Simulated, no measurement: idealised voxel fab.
Module name: voxel capacitor over wiring (process module)
Cross-section cut spans 275 nm and uses square cells 5 nm in size.
Bands, listed from the top down, are how a cross-section gets written in this document; the cross-section itself is a grid of square cells, and a band is one or more rows of them. Top height, bottom height, nm. Materials left to right, width each, nm. Single material + "full width" = fills band edge to edge. "empty" = empty. Height 0 is the level under which the wafer as received is all one material. The lowest band goes on downwards, as in "0 nm and below". Top row gets the first number, bottom row gets the second, and each row in between changes by the same step: that is how a band width like "30->40" works. "no change occurred", as given for a step, is the statement that not any cell of the cross-section underwent a change during that step. The list in "Enclosed cavities" covers empty spaces of 8 cells or more that cannot reach the top through any open way, and it gives each as width x height at distance; the distance is from the left edge, and width, height and distance are in nm. Heads up: the bit after the settings on a step's line is the simulator's remark on that step. Among the settings permitted on a step's line is "overlay nm"; applied to a step with a mask, it specifies the extent to which the mask lay to the right of its planned position, whereas a negative figure signifies a position to the left.

## Steps planned for the process
1) RECEIVE,material Si
2) CONFORMAL_DEP,material SiO2,thk nm 15
3) DIRECTIONAL_DEP,material TiN,thk nm 5
4) DIRECTIONAL_DEP,material W,thk nm 20
5) MASKED_ETCH,tone cover,mask id METAL_1,width nm 30,pitch nm 90,etch materials W,depth nm 20,overlay nm 0
6) MASKED_ETCH,tone cover,mask id METAL_1,width nm 30,pitch nm 90,etch materials TiN,depth nm 5,overlay nm 0
7) CONFORMAL_DEP,material SiN,thk nm 5
8) FILL_DEP,material lowk,thk nm 10
9) CMP,height nm 40
10) CONFORMAL_DEP,material SiCN,thk nm 5
11) DIRECTIONAL_DEP,material lowk,thk nm 15
12) MASKED_ETCH,tone open,mask id PLUG_1,width nm 15,etch materials lowk,depth nm 15,overlay nm 0
13) MASKED_ETCH,tone open,mask id PLUG_1,width nm 15,etch materials SiCN,depth nm 5,overlay nm 0
14) EPI,material Ru,thk nm 10
15) EPI,material Ru,thk nm 10
16) DIRECTIONAL_DEP,material TiN,thk nm 10
17) DIRECTIONAL_DEP,material HfO2,thk nm 5
18) DIRECTIONAL_DEP,material TiN,thk nm 10
19) MASKED_ETCH,tone cover,mask id UPPER_PLATE,width nm 65,etch materials TiN,depth nm 10,overlay nm 0
20) MASKED_ETCH,tone cover,mask id UPPER_PLATE,width nm 65,etch materials HfO2,depth nm 5,overlay nm 0
21) PATTERN,tone cover,mask id LOWER_PLATE,material resist,width nm 75,thk nm 20,overlay nm 0
22) DIRECTIONAL_ETCH,etch materials TiN,depth nm 10
23) STRIP,etch materials resist
24) FILL_DEP,material SiO2,thk nm 15
25) CMP,height nm 95
26) DIRECTIONAL_DEP,material aC,thk nm 10
27) PATTERN,tone open,mask id PLUG_2,material resist,width nm 15,thk nm 30,overlay nm 0
28) DIRECTIONAL_ETCH,etch materials aC,depth nm 10
29) STRIP,etch materials resist
30) DIRECTIONAL_ETCH,etch materials SiO2,depth nm 10
31) STRIP,etch materials aC
32) CONFORMAL_DEP,material TiN,thk nm 5
33) FILL_DEP,material Ru,thk nm 5
34) CMP,height nm 95
35) CONFORMAL_DEP,material SiN,thk nm 5

## Incoming wafer, cross-sectional view, post step 1
    0 nm and below = Si full width
    Enclosed cavities: none

## The module was run from the start shown above using the plan shown above, but one mistake was made doing it; the resulting wafer cross-section is below
    100 nm to 95 nm = SiN full width
    95 nm to 90 nm = 100 nm SiO2; 55 nm TiN; 120 nm SiO2
    90 nm to 85 nm = 100 nm SiO2; 5 nm TiN; 50 nm HfO2; 120 nm SiO2
    85 nm to 80 nm = 85 nm SiO2; 5 nm TiN; 15 nm SiO2; 55 nm TiN; 115 nm SiO2
    80 nm to 75 nm = 85 nm SiO2; 75 nm TiN; 115 nm SiO2
    75 nm to 70 nm = 90 nm lowk; 15 nm TiN; 170 nm lowk
    70 nm to 65 nm = 90 nm lowk; 15 nm HfO2; 170 nm lowk
    65 nm to 60 nm = 90 nm lowk; 15 nm TiN; 170 nm lowk
    60 nm to 55 nm = 90 nm SiCN; 15 nm TiN; 170 nm SiCN
    55 nm to 45 nm = lowk full width
    45 nm to 40 nm = 70 nm lowk; 40 nm SiN; 50 nm lowk; 40 nm SiN; 75 nm lowk
    40 nm to 20 nm = 70 nm lowk; 5 nm SiN; 30 nm W; 5 nm SiN; 50 nm lowk; 5 nm SiN; 30 nm W; 5 nm SiN; 75 nm lowk
    20 nm to 15 nm = 75 nm SiN; 30 nm TiN; 60 nm SiN; 30 nm TiN; 80 nm SiN
    15 nm to 0 nm = SiO2 full width
    0 nm and below = Si full width
    Enclosed cavities: none
Deviation from plan: the run left out plan step 9 entirely, so it was never executed
